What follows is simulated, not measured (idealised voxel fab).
The process module that follows is named voxel released beams.
Square cells of 5 nm make up the cross-section cut, whose width is 210 nm.
Each cross-section below is a grid of square cells, stated as bands in top-down order, with one or more rows of cells making up each band. It is stipulated that each band's entry specify, in nanometres, the height of the top of the band and then that of its bottom, followed by the materials of the band in left-to-right sequence, each together with its width in nanometres. A single material marked by the word "edge to edge" is understood to fill the band from edge to edge; the word "blank" is understood to denote empty space. Beneath 0, the wafer as received is one material, and that level is where height counting begins. The lowest band goes on downward without a bottom; it is written like "top 0, no bottom". Width spec "30->40" -> top row of cells at first value, bottom row at second value, equal per-row change in between. What does "everything unchanged" mean for a step? It means no cell of the cross-section changed in that step. Listed in "Voids lacking openings": every empty space of 8 or more cells without an open way to the top. Form: width x height at distance, the distance being from the left edge, all in nm. Heads up: the bit after the settings on a step's line is the simulator's remark on that step. overlay nm: right-of-plan distance of the mask on a masked step; negative values mean left-of-plan.

### This section lists the process steps that were planned
1) RECEIVE [material Si]
2) CONFORMAL_DEP [material Al2O3] [thk nm 5]
3) DIRECTIONAL_DEP [material SiO2] [thk nm 20]
4) MASKED_ETCH [tone open] [mask id ANCHOR] [width nm 40] [etch materials SiO2] [depth nm 20] [overlay nm 0]
5) CONFORMAL_DEP [material W] [thk nm 15]
6) PATTERN [tone cover] [mask id BEAM] [material resist] [width nm 105] [thk nm 15] [overlay nm 0]
7) DIRECTIONAL_ETCH [etch materials W] [depth nm 15]
8) STRIP [etch materials resist]
9) STRIP [etch materials SiO2]

### First of the two wafers, run per plan

### Cross-section, incoming material, after step 1
  top 0, no bottom | Si edge to edge
  Voids lacking openings: none

### State of the wafer after step 2, shown in cross-section
  top 5, bottom 0 | Al2O3 edge to edge
  below 0: unchanged

### State of the wafer after step 3, shown in cross-section
  top 25, bottom 5 | SiO2 edge to edge
  below 5: unchanged

### State of the wafer after step 4, shown in cross-section
  top 25, bottom 5 | 55 nm SiO2, 40 nm blank, 115 nm SiO2
  below 5: unchanged

### State of the wafer after step 5, shown in cross-section
  top 40, bottom 25 | 70 nm W, 10 nm blank, 130 nm W
  top 25, bottom 20 | 55 nm SiO2, 15 nm W, 10 nm blank, 15 nm W, 115 nm SiO2
  top 20, bottom 5 | 55 nm SiO2, 40 nm W, 115 nm SiO2
  below 5: unchanged

### State of the wafer after step 6, shown in cross-section
  top 55, bottom 40 | 50 nm blank, 105 nm resist, 55 nm blank
  top 40, bottom 25 | 70 nm W, 10 nm resist, 130 nm W
  top 25, bottom 20 | 55 nm SiO2, 15 nm W, 10 nm resist, 15 nm W, 115 nm SiO2
  below 20: unchanged

### State of the wafer after step 7, shown in cross-section
  top 55, bottom 40 | 50 nm blank, 105 nm resist, 55 nm blank
  top 40, bottom 25 | 50 nm blank, 20 nm W, 10 nm resist, 75 nm W, 55 nm blank
  below 25: unchanged

### State of the wafer after step 8, shown in cross-section
  top 40, bottom 25 | 50 nm blank, 20 nm W, 10 nm blank, 75 nm W, 55 nm blank
  top 25, bottom 20 | 55 nm SiO2, 15 nm W, 10 nm blank, 15 nm W, 115 nm SiO2
  below 20: unchanged

### State of the wafer after step 9, shown in cross-section
  top 40, bottom 25 | 50 nm blank, 20 nm W, 10 nm blank, 75 nm W, 55 nm blank
  top 25, bottom 20 | 55 nm blank, 15 nm W, 10 nm blank, 15 nm W, 115 nm blank
  top 20, bottom 5 | 55 nm blank, 40 nm W, 115 nm blank
  below 5: unchanged

### Okay, second wafer. Nothing different at the start, nothing different in the plan, just one mistake somewhere in the running. As far as step 3, counting that step, it's the first wafer all over again

### Second wafer at the planned finish of step 4, seen in cross-section
  top 25, bottom 5 | 55 nm blank, 40 nm SiO2, 115 nm blank
  below 5: unchanged

### Second wafer at the planned finish of step 5, seen in cross-section
  top 40, bottom 25 | 40 nm blank, 70 nm W, 100 nm blank
  top 25, bottom 20 | 40 nm blank, 15 nm W, 40 nm SiO2, 15 nm W, 100 nm blank
  top 20, bottom 5 | 55 nm W, 40 nm SiO2, 115 nm W
  below 5: unchanged

### Second wafer at the planned finish of step 6, seen in cross-section
  top 55, bottom 40 | 50 nm blank, 105 nm resist, 55 nm blank
  top 40, bottom 25 | 40 nm blank, 70 nm W, 45 nm resist, 55 nm blank
  top 25, bottom 20 | 40 nm blank, 15 nm W, 40 nm SiO2, 15 nm W, 45 nm resist, 55 nm blank
  below 20: unchanged

### Second wafer at the planned finish of step 7, seen in cross-section
  top 55, bottom 40 | 50 nm blank, 105 nm resist, 55 nm blank
  top 40, bottom 25 | 50 nm blank, 60 nm W, 45 nm resist, 55 nm blank
  top 25, bottom 20 | 40 nm blank, 15 nm W, 40 nm SiO2, 15 nm W, 45 nm resist, 55 nm blank
  top 20, bottom 5 | 40 nm blank, 15 nm W, 40 nm SiO2, 60 nm W, 55 nm blank
  below 5: unchanged

### Second wafer at the planned finish of step 8, seen in cross-section
  top 40, bottom 25 | 50 nm blank, 60 nm W, 100 nm blank
  top 25, bottom 20 | 40 nm blank, 15 nm W, 40 nm SiO2, 15 nm W, 100 nm blank
  below 20: unchanged

Second wafer at the planned finish of step 9, seen in cross-section: everything unchanged
What broke from the plan during processing? step 4 deviated from plan and actually ran as MASKED_ETCH [tone cover] [mask id ANCHOR] [width nm 40] [etch materials SiO2] [depth nm 20] [overlay nm 0]
Final wafer comparison in cells, second versus first, more or fewer per material: SiO2 +32
